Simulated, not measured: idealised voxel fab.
Presented below is a process module, voxel double patterning.
The cross-section shown here is cut; it is 235 nm wide and divided into square cells measuring 5 nm on a side.
Throughout this document, each cross-section is represented as a grid of square cells and is presented as a sequence of bands enumerated from the top downward, where a band comprises one or more rows of cells. Each band's line starts with the height of the band's top and of its bottom, in nm. Then come its materials from left to right, each with its width in nm. One material with "everywhere" fills the band from edge to edge. "empty" is empty space. Convention: height 0 is the level below which the wafer, as received, is all one material. The lowest band does not terminate at the bottom but continues downward, represented as "0..down". The two numbers in a width such as "30 to 40" mark its ends across the band: the first belongs to the top row of cells, the second to the bottom row, and from each row to the next the width moves by the same amount. "changes: none" for a step: no cell of the cross-section changed in that step. Under "Enclosed void entries" you'll find the enclosed gaps, the ones with no way out to the top, that are 8 cells or bigger; each reads width x height at distance, with distance counted from the left edge, everything in nm. If you see something after the settings on a step's line, that's the simulator's own remark about that step. "overlay nm", when on a step's line for a step with a mask, measures how far to the right of its planned place the mask lay; a negative measure means to the left. Reading key. Pairs: pre-step and post-step cross-section, one process step apart; post-step view only to lowest changed band. Step between + settings: beneath pair. Runs: pairs may be from different runs of this module, same starting wafer. Continuation from pair above: only where "State before step" entry says.

**State before step**
0..down  Si everywhere
Enclosed void entries: none

**Post-Step Appearance**
10..0  SiN everywhere
Anything lower than 0 is untouched.
Enclosed void entries: none
Which operation links the two cross-sections above? op CONFORMAL_DEP | material SiN | thk nm 10

State before step: Please consult the pair immediately above; the cross-section it shows after its step is the state before this step.

**Post-Step Appearance**
30..10  SiO2 everywhere
Anything lower than 10 is untouched.
Enclosed void entries: none
Which operation links the two cross-sections above? op DIRECTIONAL_DEP | material SiO2 | thk nm 20

State before step: Please consult the pair immediately above; the cross-section it shows after its step is the state before this step.

**Post-Step Appearance**
35..30  SiCN everywhere
Anything lower than 30 is untouched.
Enclosed void entries: none
Which operation links the two cross-sections above? op DIRECTIONAL_DEP | material SiCN | thk nm 5

State before step: Please consult the pair immediately above; the cross-section it shows after its step is the state before this step.

**Post-Step Appearance**
35..30  60 nm SiCN, 15 nm empty, 35 nm SiCN, 15 nm empty, 35 nm SiCN, 15 nm empty, 60 nm SiCN
Anything lower than 30 is untouched.
Enclosed void entries: none
Which operation links the two cross-sections above? op MASKED_ETCH | tone open | mask id FIRST | width nm 15 | pitch nm 50 | etch materials SiCN | depth nm 5 | overlay nm 0

State before step: Please consult the pair immediately above; the cross-section it shows after its step is the state before this step.

**Post-Step Appearance**
50..45  60 nm aC, 15 nm empty, 35 nm aC, 15 nm empty, 35 nm aC, 15 nm empty, 60 nm aC
45..35  aC everywhere
35..30  60 nm SiCN, 15 nm aC, 35 nm SiCN, 15 nm aC, 35 nm SiCN, 15 nm aC, 60 nm SiCN
Anything lower than 30 is untouched.
Enclosed void entries: none
Which operation links the two cross-sections above? op DIRECTIONAL_DEP | material aC | thk nm 15

State before step: Please consult the pair immediately above; the cross-section it shows after its step is the state before this step.

**Post-Step Appearance**
85..50  85 nm resist, 15 nm empty, 35 nm resist, 15 nm empty, 85 nm resist
50..45  60 nm aC, 15 nm resist, 35 nm aC, 15 nm resist, 35 nm aC, 15 nm resist, 60 nm aC
Anything lower than 45 is untouched.
Enclosed void entries: none
Which operation links the two cross-sections above? op PATTERN | tone open | mask id SECOND | material resist | width nm 15 | pitch nm 50 | thk nm 35 | overlay nm 0

State before step: Please consult the pair immediately above; the cross-section it shows after its step is the state before this step.

**Post-Step Appearance**
70..50  85 nm resist, 15 nm empty, 35 nm resist, 15 nm empty, 85 nm resist
50..45  60 nm aC, 15 nm resist, 10 nm aC, 15 nm empty, 10 nm aC, 15 nm resist, 10 nm aC, 15 nm empty, 10 nm aC, 15 nm resist, 60 nm aC
45..35  85 nm aC, 15 nm empty, 35 nm aC, 15 nm empty, 85 nm aC
Anything lower than 35 is untouched.
Enclosed void entries: none
Which operation links the two cross-sections above? op DIRECTIONAL_ETCH | etch materials aC | depth nm 15

State before step: Please consult the pair immediately above; the cross-section it shows after its step is the state before this step.

**Post-Step Appearance**
50..45  60 nm aC, 15 nm empty, 10 nm aC, 15 nm empty, 10 nm aC, 15 nm empty, 10 nm aC, 15 nm empty, 10 nm aC, 15 nm empty, 60 nm aC
Anything lower than 45 is untouched.
Enclosed void entries: none
Which operation links the two cross-sections above? op STRIP | etch materials resist

State before step: Please consult the pair immediately above; the cross-section it shows after its step is the state before this step.

**Post-Step Appearance**
50..45  60 nm aC, 15 nm empty, 10 nm aC, 15 nm empty, 10 nm aC, 15 nm empty, 10 nm aC, 15 nm empty, 10 nm aC, 15 nm empty, 60 nm aC
45..35  85 nm aC, 15 nm empty, 35 nm aC, 15 nm empty, 85 nm aC
35..30  60 nm SiCN, 15 nm aC, 10 nm SiCN, 15 nm empty, 10 nm SiCN, 15 nm aC, 10 nm SiCN, 15 nm empty, 10 nm SiCN, 15 nm aC, 60 nm SiCN
Anything lower than 30 is untouched.
Enclosed void entries: none
Which operation links the two cross-sections above? op DIRECTIONAL_ETCH | etch materials SiCN | depth nm 5

State before step: Please consult the pair immediately above; the cross-section it shows after its step is the state before this step.

**Post-Step Appearance**
35..30  60 nm SiCN, 15 nm empty, 10 nm SiCN, 15 nm empty, 10 nm SiCN, 15 nm empty, 10 nm SiCN, 15 nm empty, 10 nm SiCN, 15 nm empty, 60 nm SiCN
Anything lower than 30 is untouched.
Enclosed void entries: none
Which operation links the two cross-sections above? op STRIP | etch materials aC

State before step: Please consult the pair immediately above; the cross-section it shows after its step is the state before this step.

**Post-Step Appearance**
35..30  60 nm SiCN, 15 nm empty, 10 nm SiCN, 15 nm empty, 10 nm SiCN, 15 nm empty, 10 nm SiCN, 15 nm empty, 10 nm SiCN, 15 nm empty, 60 nm SiCN
30..10  60 nm SiO2, 15 nm empty, 10 nm SiO2, 15 nm empty, 10 nm SiO2, 15 nm empty, 10 nm SiO2, 15 nm empty, 10 nm SiO2, 15 nm empty, 60 nm SiO2
Anything lower than 10 is untouched.
Enclosed void entries: none
Which operation links the two cross-sections above? op DIRECTIONAL_ETCH | etch materials SiO2 | depth nm 20

State before step: Please consult the pair immediately above; the cross-section it shows after its step is the state before this step.

**Post-Step Appearance**
30..10  60 nm SiO2, 15 nm empty, 10 nm SiO2, 15 nm empty, 10 nm SiO2, 15 nm empty, 10 nm SiO2, 15 nm empty, 10 nm SiO2, 15 nm empty, 60 nm SiO2
Anything lower than 10 is untouched.
Enclosed void entries: none
Which operation links the two cross-sections above? op STRIP | etch materials SiCN

**State before step**
0..down  Si everywhere
Enclosed void entries: none

**Post-Step Appearance**
20..0  SiO2 everywhere
Anything lower than 0 is untouched.
Enclosed void entries: none
Which operation links the two cross-sections above? op DIRECTIONAL_DEP | material SiO2 | thk nm 20

State before step: Please consult the pair immediately above; the cross-section it shows after its step is the state before this step.

**Post-Step Appearance**
25..20  SiCN everywhere
Anything lower than 20 is untouched.
Enclosed void entries: none
Which operation links the two cross-sections above? op DIRECTIONAL_DEP | material SiCN | thk nm 5

State before step: Please consult the pair immediately above; the cross-section it shows after its step is the state before this step.

**Post-Step Appearance**
25..20  60 nm SiCN, 15 nm empty, 35 nm SiCN, 15 nm empty, 35 nm SiCN, 15 nm empty, 60 nm SiCN
Anything lower than 20 is untouched.
Enclosed void entries: none
Which operation links the two cross-sections above? op MASKED_ETCH | tone open | mask id FIRST | width nm 15 | pitch nm 50 | etch materials SiCN | depth nm 5 | overlay nm 0

State before step: Please consult the pair immediately above; the cross-section it shows after its step is the state before this step.

**Post-Step Appearance**
40..35  60 nm aC, 15 nm empty, 35 nm aC, 15 nm empty, 35 nm aC, 15 nm empty, 60 nm aC
35..25  aC everywhere
25..20  60 nm SiCN, 15 nm aC, 35 nm SiCN, 15 nm aC, 35 nm SiCN, 15 nm aC, 60 nm SiCN
Anything lower than 20 is untouched.
Enclosed void entries: none
Which operation links the two cross-sections above? op DIRECTIONAL_DEP | material aC | thk nm 15

State before step: Please consult the pair immediately above; the cross-section it shows after its step is the state before this step.

**Post-Step Appearance**
75..40  85 nm resist, 15 nm empty, 35 nm resist, 15 nm empty, 85 nm resist
40..35  60 nm aC, 15 nm resist, 35 nm aC, 15 nm resist, 35 nm aC, 15 nm resist, 60 nm aC
Anything lower than 35 is untouched.
Enclosed void entries: none
Which operation links the two cross-sections above? op PATTERN | tone open | mask id SECOND | material resist | width nm 15 | pitch nm 50 | thk nm 35 | overlay nm 0

State before step: Please consult the pair immediately above; the cross-section it shows after its step is the state before this step.

**Post-Step Appearance**
60..40  85 nm resist, 15 nm empty, 35 nm resist, 15 nm empty, 85 nm resist
40..35  60 nm aC, 15 nm resist, 10 nm aC, 15 nm empty, 10 nm aC, 15 nm resist, 10 nm aC, 15 nm empty, 10 nm aC, 15 nm resist, 60 nm aC
35..25  85 nm aC, 15 nm empty, 35 nm aC, 15 nm empty, 85 nm aC
Anything lower than 25 is untouched.
Enclosed void entries: none
Which operation links the two cross-sections above? op DIRECTIONAL_ETCH | etch materials aC | depth nm 15

State before step: Please consult the pair immediately above; the cross-section it shows after its step is the state before this step.

**Post-Step Appearance**
40..35  60 nm aC, 15 nm empty, 10 nm aC, 15 nm empty, 10 nm aC, 15 nm empty, 10 nm aC, 15 nm empty, 10 nm aC, 15 nm empty, 60 nm aC
Anything lower than 35 is untouched.
Enclosed void entries: none
Which operation links the two cross-sections above? op STRIP | etch materials resist

State before step: Please consult the pair immediately above; the cross-section it shows after its step is the state before this step.

**Post-Step Appearance**
40..35  60 nm aC, 15 nm empty, 10 nm aC, 15 nm empty, 10 nm aC, 15 nm empty, 10 nm aC, 15 nm empty, 10 nm aC, 15 nm empty, 60 nm aC
35..25  85 nm aC, 15 nm empty, 35 nm aC, 15 nm empty, 85 nm aC
25..20  60 nm SiCN, 15 nm aC, 10 nm SiCN, 15 nm empty, 10 nm SiCN, 15 nm aC, 10 nm SiCN, 15 nm empty, 10 nm SiCN, 15 nm aC, 60 nm SiCN
Anything lower than 20 is untouched.
Enclosed void entries: none
Which operation links the two cross-sections above? op DIRECTIONAL_ETCH | etch materials SiCN | depth nm 5

State before step: Please consult the pair immediately above; the cross-section it shows after its step is the state before this step.

**Post-Step Appearance**
25..20  60 nm SiCN, 15 nm empty, 10 nm SiCN, 15 nm empty, 10 nm SiCN, 15 nm empty, 10 nm SiCN, 15 nm empty, 10 nm SiCN, 15 nm empty, 60 nm SiCN
Anything lower than 20 is untouched.
Enclosed void entries: none
Which operation links the two cross-sections above? op STRIP | etch materials aC

State before step: Please consult the pair immediately above; the cross-section it shows after its step is the state before this step.

**Post-Step Appearance**
25..20  60 nm SiCN, 15 nm empty, 10 nm SiCN, 15 nm empty, 10 nm SiCN, 15 nm empty, 10 nm SiCN, 15 nm empty, 10 nm SiCN, 15 nm empty, 60 nm SiCN
20..0  60 nm SiO2, 15 nm empty, 10 nm SiO2, 15 nm empty, 10 nm SiO2, 15 nm empty, 10 nm SiO2, 15 nm empty, 10 nm SiO2, 15 nm empty, 60 nm SiO2
Anything lower than 0 is untouched.
Enclosed void entries: none
Which operation links the two cross-sections above? op DIRECTIONAL_ETCH | etch materials SiO2 | depth nm 20

State before step: Please consult the pair immediately above; the cross-section it shows after its step is the state before this step.

**Post-Step Appearance**
20..0  60 nm SiO2, 15 nm empty, 10 nm SiO2, 15 nm empty, 10 nm SiO2, 15 nm empty, 10 nm SiO2, 15 nm empty, 10 nm SiO2, 15 nm empty, 60 nm SiO2
Anything lower than 0 is untouched.
Enclosed void entries: none
Which operation links the two cross-sections above? op STRIP | etch materials SiCN

**State before step**
30..10  SiO2 everywhere
10..0  SiN everywhere
0..down  Si everywhere
Enclosed void entries: none

**Post-Step Appearance**
50..10  SiO2 everywhere
Anything lower than 10 is untouched.
Enclosed void entries: none
Which operation links the two cross-sections above? op DIRECTIONAL_DEP | material SiO2 | thk nm 20

State before step: Please consult the pair immediately above; the cross-section it shows after its step is the state before this step.

**Post-Step Appearance**
55..50  SiCN everywhere
Anything lower than 50 is untouched.
Enclosed void entries: none
Which operation links the two cross-sections above? op DIRECTIONAL_DEP | material SiCN | thk nm 5

State before step: Please consult the pair immediately above; the cross-section it shows after its step is the state before this step.

**Post-Step Appearance**
55..50  60 nm SiCN, 15 nm empty, 35 nm SiCN, 15 nm empty, 35 nm SiCN, 15 nm empty, 60 nm SiCN
Anything lower than 50 is untouched.
Enclosed void entries: none
Which operation links the two cross-sections above? op MASKED_ETCH | tone open | mask id FIRST | width nm 15 | pitch nm 50 | etch materials SiCN | depth nm 5 | overlay nm 0

State before step: Please consult the pair immediately above; the cross-section it shows after its step is the state before this step.

**Post-Step Appearance**
70..65  60 nm aC, 15 nm empty, 35 nm aC, 15 nm empty, 35 nm aC, 15 nm empty, 60 nm aC
65..55  aC everywhere
55..50  60 nm SiCN, 15 nm aC, 35 nm SiCN, 15 nm aC, 35 nm SiCN, 15 nm aC, 60 nm SiCN
Anything lower than 50 is untouched.
Enclosed void entries: none
Which operation links the two cross-sections above? op DIRECTIONAL_DEP | material aC | thk nm 15

State before step: Please consult the pair immediately above; the cross-section it shows after its step is the state before this step.

**Post-Step Appearance**
105..70  85 nm resist, 15 nm empty, 35 nm resist, 15 nm empty, 85 nm resist
70..65  60 nm aC, 15 nm resist, 35 nm aC, 15 nm resist, 35 nm aC, 15 nm resist, 60 nm aC
Anything lower than 65 is untouched.
Enclosed void entries: none
Which operation links the two cross-sections above? op PATTERN | tone open | mask id SECOND | material resist | width nm 15 | pitch nm 50 | thk nm 35 | overlay nm 0

State before step: Please consult the pair immediately above; the cross-section it shows after its step is the state before this step.

**Post-Step Appearance**
90..70  85 nm resist, 15 nm empty, 35 nm resist, 15 nm empty, 85 nm resist
70..65  60 nm aC, 15 nm resist, 10 nm aC, 15 nm empty, 10 nm aC, 15 nm resist, 10 nm aC, 15 nm empty, 10 nm aC, 15 nm resist, 60 nm aC
65..55  85 nm aC, 15 nm empty, 35 nm aC, 15 nm empty, 85 nm aC
Anything lower than 55 is untouched.
Enclosed void entries: none
Which operation links the two cross-sections above? op DIRECTIONAL_ETCH | etch materials aC | depth nm 15

State before step: Please consult the pair immediately above; the cross-section it shows after its step is the state before this step.

**Post-Step Appearance**
70..65  60 nm aC, 15 nm empty, 10 nm aC, 15 nm empty, 10 nm aC, 15 nm empty, 10 nm aC, 15 nm empty, 10 nm aC, 15 nm empty, 60 nm aC
Anything lower than 65 is untouched.
Enclosed void entries: none
Which operation links the two cross-sections above? op STRIP | etch materials resist

State before step: Please consult the pair immediately above; the cross-section it shows after its step is the state before this step.

**Post-Step Appearance**
70..65  60 nm aC, 15 nm empty, 10 nm aC, 15 nm empty, 10 nm aC, 15 nm empty, 10 nm aC, 15 nm empty, 10 nm aC, 15 nm empty, 60 nm aC
65..55  85 nm aC, 15 nm empty, 35 nm aC, 15 nm empty, 85 nm aC
55..50  60 nm SiCN, 15 nm aC, 10 nm SiCN, 15 nm empty, 10 nm SiCN, 15 nm aC, 10 nm SiCN, 15 nm empty, 10 nm SiCN, 15 nm aC, 60 nm SiCN
Anything lower than 50 is untouched.
Enclosed void entries: none
Which operation links the two cross-sections above? op DIRECTIONAL_ETCH | etch materials SiCN | depth nm 5

State before step: Please consult the pair immediately above; the cross-section it shows after its step is the state before this step.

**Post-Step Appearance**
55..50  60 nm SiCN, 15 nm empty, 10 nm SiCN, 15 nm empty, 10 nm SiCN, 15 nm empty, 10 nm SiCN, 15 nm empty, 10 nm SiCN, 15 nm empty, 60 nm SiCN
Anything lower than 50 is untouched.
Enclosed void entries: none
Which operation links the two cross-sections above? op STRIP | etch materials aC

State before step: Please consult the pair immediately above; the cross-section it shows after its step is the state before this step.

**Post-Step Appearance**
55..50  60 nm SiCN, 15 nm empty, 10 nm SiCN, 15 nm empty, 10 nm SiCN, 15 nm empty, 10 nm SiCN, 15 nm empty, 10 nm SiCN, 15 nm empty, 60 nm SiCN
50..30  60 nm SiO2, 15 nm empty, 10 nm SiO2, 15 nm empty, 10 nm SiO2, 15 nm empty, 10 nm SiO2, 15 nm empty, 10 nm SiO2, 15 nm empty, 60 nm SiO2
Anything lower than 30 is untouched.
Enclosed void entries: none
Which operation links the two cross-sections above? op DIRECTIONAL_ETCH | etch materials SiO2 | depth nm 20

State before step: Please consult the pair immediately above; the cross-section it shows after its step is the state before this step.

**Post-Step Appearance**
50..30  60 nm SiO2, 15 nm empty, 10 nm SiO2, 15 nm empty, 10 nm SiO2, 15 nm empty, 10 nm SiO2, 15 nm empty, 10 nm SiO2, 15 nm empty, 60 nm SiO2
Anything lower than 30 is untouched.
Enclosed void entries: none
Which operation links the two cross-sections above? op STRIP | etch materials SiCN

**State before step**
20..0  SiO2 everywhere
0..down  Si everywhere
Enclosed void entries: none

**Post-Step Appearance**
30..20  SiN everywhere
Anything lower than 20 is untouched.
Enclosed void entries: none
Which operation links the two cross-sections above? op CONFORMAL_DEP | material SiN | thk nm 10

State before step: Please consult the pair immediately above; the cross-section it shows after its step is the state before this step.

**Post-Step Appearance**
35..30  SiCN everywhere
Anything lower than 30 is untouched.
Enclosed void entries: none
Which operation links the two cross-sections above? op DIRECTIONAL_DEP | material SiCN | thk nm 5

State before step: Please consult the pair immediately above; the cross-section it shows after its step is the state before this step.

**Post-Step Appearance**
35..30  60 nm SiCN, 15 nm empty, 35 nm SiCN, 15 nm empty, 35 nm SiCN, 15 nm empty, 60 nm SiCN
Anything lower than 30 is untouched.
Enclosed void entries: none
Which operation links the two cross-sections above? op MASKED_ETCH | tone open | mask id FIRST | width nm 15 | pitch nm 50 | etch materials SiCN | depth nm 5 | overlay nm 0

State before step: Please consult the pair immediately above; the cross-section it shows after its step is the state before this step.

**Post-Step Appearance**
50..45  60 nm aC, 15 nm empty, 35 nm aC, 15 nm empty, 35 nm aC, 15 nm empty, 60 nm aC
45..35  aC everywhere
35..30  60 nm SiCN, 15 nm aC, 35 nm SiCN, 15 nm aC, 35 nm SiCN, 15 nm aC, 60 nm SiCN
Anything lower than 30 is untouched.
Enclosed void entries: none
Which operation links the two cross-sections above? op DIRECTIONAL_DEP | material aC | thk nm 15

State before step: Please consult the pair immediately above; the cross-section it shows after its step is the state before this step.

**Post-Step Appearance**
85..50  85 nm resist, 15 nm empty, 35 nm resist, 15 nm empty, 85 nm resist
50..45  60 nm aC, 15 nm resist, 35 nm aC, 15 nm resist, 35 nm aC, 15 nm resist, 60 nm aC
Anything lower than 45 is untouched.
Enclosed void entries: none
Which operation links the two cross-sections above? op PATTERN | tone open | mask id SECOND | material resist | width nm 15 | pitch nm 50 | thk nm 35 | overlay nm 0

State before step: Please consult the pair immediately above; the cross-section it shows after its step is the state before this step.

**Post-Step Appearance**
70..50  85 nm resist, 15 nm empty, 35 nm resist, 15 nm empty, 85 nm resist
50..45  60 nm aC, 15 nm resist, 10 nm aC, 15 nm empty, 10 nm aC, 15 nm resist, 10 nm aC, 15 nm empty, 10 nm aC, 15 nm resist, 60 nm aC
45..35  85 nm aC, 15 nm empty, 35 nm aC, 15 nm empty, 85 nm aC
Anything lower than 35 is untouched.
Enclosed void entries: none
Which operation links the two cross-sections above? op DIRECTIONAL_ETCH | etch materials aC | depth nm 15

State before step: Please consult the pair immediately above; the cross-section it shows after its step is the state before this step.

**Post-Step Appearance**
50..45  60 nm aC, 15 nm empty, 10 nm aC, 15 nm empty, 10 nm aC, 15 nm empty, 10 nm aC, 15 nm empty, 10 nm aC, 15 nm empty, 60 nm aC
Anything lower than 45 is untouched.
Enclosed void entries: none
Which operation links the two cross-sections above? op STRIP | etch materials resist

State before step: Please consult the pair immediately above; the cross-section it shows after its step is the state before this step.

**Post-Step Appearance**
50..45  60 nm aC, 15 nm empty, 10 nm aC, 15 nm empty, 10 nm aC, 15 nm empty, 10 nm aC, 15 nm empty, 10 nm aC, 15 nm empty, 60 nm aC
45..35  85 nm aC, 15 nm empty, 35 nm aC, 15 nm empty, 85 nm aC
35..30  60 nm SiCN, 15 nm aC, 10 nm SiCN, 15 nm empty, 10 nm SiCN, 15 nm aC, 10 nm SiCN, 15 nm empty, 10 nm SiCN, 15 nm aC, 60 nm SiCN
Anything lower than 30 is untouched.
Enclosed void entries: none
Which operation links the two cross-sections above? op DIRECTIONAL_ETCH | etch materials SiCN | depth nm 5

State before step: Please consult the pair immediately above; the cross-section it shows after its step is the state before this step.

**Post-Step Appearance**
35..30  60 nm SiCN, 15 nm empty, 10 nm SiCN, 15 nm empty, 10 nm SiCN, 15 nm empty, 10 nm SiCN, 15 nm empty, 10 nm SiCN, 15 nm empty, 60 nm SiCN
Anything lower than 30 is untouched.
Enclosed void entries: none
Which operation links the two cross-sections above? op STRIP | etch materials aC

State before step: Please consult the pair immediately above; the cross-section it shows after its step is the state before this step.

**Post-Step Appearance**
30..20  SiN everywhere
Anything lower than 20 is untouched.
Enclosed void entries: none
Which operation links the two cross-sections above? op STRIP | etch materials SiCN

**State before step**
10..0  SiN everywhere
0..down  Si everywhere
Enclosed void entries: none

**Post-Step Appearance**
25..10  SiO2 everywhere
Anything lower than 10 is untouched.
Enclosed void entries: none
Which operation links the two cross-sections above? op DIRECTIONAL_DEP | material SiO2 | thk nm 15

State before step: Please consult the pair immediately above; the cross-section it shows after its step is the state before this step.

**Post-Step Appearance**
30..25  SiCN everywhere
Anything lower than 25 is untouched.
Enclosed void entries: none
Which operation links the two cross-sections above? op DIRECTIONAL_DEP | material SiCN | thk nm 5

State before step: Please consult the pair immediately above; the cross-section it shows after its step is the state before this step.

**Post-Step Appearance**
30..25  60 nm SiCN, 15 nm empty, 35 nm SiCN, 15 nm empty, 35 nm SiCN, 15 nm empty, 60 nm SiCN
Anything lower than 25 is untouched.
Enclosed void entries: none
Which operation links the two cross-sections above? op MASKED_ETCH | tone open | mask id FIRST | width nm 15 | pitch nm 50 | etch materials SiCN | depth nm 5 | overlay nm 0

State before step: Please consult the pair immediately above; the cross-section it shows after its step is the state before this step.

**Post-Step Appearance**
45..40  60 nm aC, 15 nm empty, 35 nm aC, 15 nm empty, 35 nm aC, 15 nm empty, 60 nm aC
40..30  aC everywhere
30..25  60 nm SiCN, 15 nm aC, 35 nm SiCN, 15 nm aC, 35 nm SiCN, 15 nm aC, 60 nm SiCN
Anything lower than 25 is untouched.
Enclosed void entries: none
Which operation links the two cross-sections above? op DIRECTIONAL_DEP | material aC | thk nm 15

State before step: Please consult the pair immediately above; the cross-section it shows after its step is the state before this step.

**Post-Step Appearance**
80..45  85 nm resist, 15 nm empty, 35 nm resist, 15 nm empty, 85 nm resist
45..40  60 nm aC, 15 nm resist, 35 nm aC, 15 nm resist, 35 nm aC, 15 nm resist, 60 nm aC
Anything lower than 40 is untouched.
Enclosed void entries: none
Which operation links the two cross-sections above? op PATTERN | tone open | mask id SECOND | material resist | width nm 15 | pitch nm 50 | thk nm 35 | overlay nm 0

State before step: Please consult the pair immediately above; the cross-section it shows after its step is the state before this step.

**Post-Step Appearance**
65..45  85 nm resist, 15 nm empty, 35 nm resist, 15 nm empty, 85 nm resist
45..40  60 nm aC, 15 nm resist, 10 nm aC, 15 nm empty, 10 nm aC, 15 nm resist, 10 nm aC, 15 nm empty, 10 nm aC, 15 nm resist, 60 nm aC
40..30  85 nm aC, 15 nm empty, 35 nm aC, 15 nm empty, 85 nm aC
Anything lower than 30 is untouched.
Enclosed void entries: none
Which operation links the two cross-sections above? op DIRECTIONAL_ETCH | etch materials aC | depth nm 15

State before step: Please consult the pair immediately above; the cross-section it shows after its step is the state before this step.

**Post-Step Appearance**
45..40  60 nm aC, 15 nm empty, 10 nm aC, 15 nm empty, 10 nm aC, 15 nm empty, 10 nm aC, 15 nm empty, 10 nm aC, 15 nm empty, 60 nm aC
Anything lower than 40 is untouched.
Enclosed void entries: none
Which operation links the two cross-sections above? op STRIP | etch materials resist

State before step: Please consult the pair immediately above; the cross-section it shows after its step is the state before this step.

**Post-Step Appearance**
45..40  60 nm aC, 15 nm empty, 10 nm aC, 15 nm empty, 10 nm aC, 15 nm empty, 10 nm aC, 15 nm empty, 10 nm aC, 15 nm empty, 60 nm aC
40..30  85 nm aC, 15 nm empty, 35 nm aC, 15 nm empty, 85 nm aC
30..25  60 nm SiCN, 15 nm aC, 10 nm SiCN, 15 nm empty, 10 nm SiCN, 15 nm aC, 10 nm SiCN, 15 nm empty, 10 nm SiCN, 15 nm aC, 60 nm SiCN
Anything lower than 25 is untouched.
Enclosed void entries: none
Which operation links the two cross-sections above? op DIRECTIONAL_ETCH | etch materials SiCN | depth nm 5

State before step: Please consult the pair immediately above; the cross-section it shows after its step is the state before this step.

**Post-Step Appearance**
30..25  60 nm SiCN, 15 nm empty, 10 nm SiCN, 15 nm empty, 10 nm SiCN, 15 nm empty, 10 nm SiCN, 15 nm empty, 10 nm SiCN, 15 nm empty, 60 nm SiCN
Anything lower than 25 is untouched.
Enclosed void entries: none
Which operation links the two cross-sections above? op STRIP | etch materials aC

State before step: Please consult the pair immediately above; the cross-section it shows after its step is the state before this step.

**Post-Step Appearance**
30..25  60 nm SiCN, 15 nm empty, 10 nm SiCN, 15 nm empty, 10 nm SiCN, 15 nm empty, 10 nm SiCN, 15 nm empty, 10 nm SiCN, 15 nm empty, 60 nm SiCN
25..10  60 nm SiO2, 15 nm empty, 10 nm SiO2, 15 nm empty, 10 nm SiO2, 15 nm empty, 10 nm SiO2, 15 nm empty, 10 nm SiO2, 15 nm empty, 60 nm SiO2
Anything lower than 10 is untouched.
Enclosed void entries: none
Which operation links the two cross-sections above? op DIRECTIONAL_ETCH | etch materials SiO2 | depth nm 20

State before step: Please consult the pair immediately above; the cross-section it shows after its step is the state before this step.

**Post-Step Appearance**
25..10  60 nm SiO2, 15 nm empty, 10 nm SiO2, 15 nm empty, 10 nm SiO2, 15 nm empty, 10 nm SiO2, 15 nm empty, 10 nm SiO2, 15 nm empty, 60 nm SiO2
Anything lower than 10 is untouched.
Enclosed void entries: none
Which operation links the two cross-sections above? op STRIP | etch materials SiCN

**State before step**
35..30  SiCN everywhere
30..10  SiO2 everywhere
10..0  SiN everywhere
0..down  Si everywhere
Enclosed void entries: none

**Post-Step Appearance**
35..30  55 nm SiCN, 25 nm empty, 25 nm SiCN, 25 nm empty, 25 nm SiCN, 25 nm empty, 55 nm SiCN
Anything lower than 30 is untouched.
Enclosed void entries: none
Which operation links the two cross-sections above? op MASKED_ETCH | tone open | mask id FIRST | width nm 25 | pitch nm 50 | etch materials SiCN | depth nm 5 | overlay nm 0

State before step: Please consult the pair immediately above; the cross-section it shows after its step is the state before this step.

**Post-Step Appearance**
50..45  55 nm aC, 25 nm empty, 25 nm aC, 25 nm empty, 25 nm aC, 25 nm empty, 55 nm aC
45..35  aC everywhere
35..30  55 nm SiCN, 25 nm aC, 25 nm SiCN, 25 nm aC, 25 nm SiCN, 25 nm aC, 55 nm SiCN
Anything lower than 30 is untouched.
Enclosed void entries: none
Which operation links the two cross-sections above? op DIRECTIONAL_DEP | material aC | thk nm 15

State before step: Please consult the pair immediately above; the cross-section it shows after its step is the state before this step.

**Post-Step Appearance**
85..50  85 nm resist, 15 nm empty, 35 nm resist, 15 nm empty, 85 nm resist
50..45  55 nm aC, 25 nm resist, 25 nm aC, 25 nm resist, 25 nm aC, 25 nm resist, 55 nm aC
Anything lower than 45 is untouched.
Enclosed void entries: none
Which operation links the two cross-sections above? op PATTERN | tone open | mask id SECOND | material resist | width nm 15 | pitch nm 50 | thk nm 35 | overlay nm 0

State before step: Please consult the pair immediately above; the cross-section it shows after its step is the state before this step.

**Post-Step Appearance**
70..50  85 nm resist, 15 nm empty, 35 nm resist, 15 nm empty, 85 nm resist
50..45  55 nm aC, 25 nm resist, 5 nm aC, 15 nm empty, 5 nm aC, 25 nm resist, 5 nm aC, 15 nm empty, 5 nm aC, 25 nm resist, 55 nm aC
45..35  85 nm aC, 15 nm empty, 35 nm aC, 15 nm empty, 85 nm aC
Anything lower than 35 is untouched.
Enclosed void entries: none
Which operation links the two cross-sections above? op DIRECTIONAL_ETCH | etch materials aC | depth nm 15

State before step: Please consult the pair immediately above; the cross-section it shows after its step is the state before this step.

**Post-Step Appearance**
50..45  55 nm aC, 25 nm empty, 5 nm aC, 15 nm empty, 5 nm aC, 25 nm empty, 5 nm aC, 15 nm empty, 5 nm aC, 25 nm empty, 55 nm aC
Anything lower than 45 is untouched.
Enclosed void entries: none
Which operation links the two cross-sections above? op STRIP | etch materials resist

State before step: Please consult the pair immediately above; the cross-section it shows after its step is the state before this step.

**Post-Step Appearance**
50..45  55 nm aC, 25 nm empty, 5 nm aC, 15 nm empty, 5 nm aC, 25 nm empty, 5 nm aC, 15 nm empty, 5 nm aC, 25 nm empty, 55 nm aC
45..35  85 nm aC, 15 nm empty, 35 nm aC, 15 nm empty, 85 nm aC
35..30  55 nm SiCN, 25 nm aC, 5 nm SiCN, 15 nm empty, 5 nm SiCN, 25 nm aC, 5 nm SiCN, 15 nm empty, 5 nm SiCN, 25 nm aC, 55 nm SiCN
Anything lower than 30 is untouched.
Enclosed void entries: none
Which operation links the two cross-sections above? op DIRECTIONAL_ETCH | etch materials SiCN | depth nm 5

State before step: Please consult the pair immediately above; the cross-section it shows after its step is the state before this step.

**Post-Step Appearance**
35..30  55 nm SiCN, 25 nm empty, 5 nm SiCN, 15 nm empty, 5 nm SiCN, 25 nm empty, 5 nm SiCN, 15 nm empty, 5 nm SiCN, 25 nm empty, 55 nm SiCN
Anything lower than 30 is untouched.
Enclosed void entries: none
Which operation links the two cross-sections above? op STRIP | etch materials aC

State before step: Please consult the pair immediately above; the cross-section it shows after its step is the state before this step.

**Post-Step Appearance**
35..30  55 nm SiCN, 25 nm empty, 5 nm SiCN, 15 nm empty, 5 nm SiCN, 25 nm empty, 5 nm SiCN, 15 nm empty, 5 nm SiCN, 25 nm empty, 55 nm SiCN
30..10  55 nm SiO2, 25 nm empty, 5 nm SiO2, 15 nm empty, 5 nm SiO2, 25 nm empty, 5 nm SiO2, 15 nm empty, 5 nm SiO2, 25 nm empty, 55 nm SiO2
Anything lower than 10 is untouched.
Enclosed void entries: none
Which operation links the two cross-sections above? op DIRECTIONAL_ETCH | etch materials SiO2 | depth nm 20
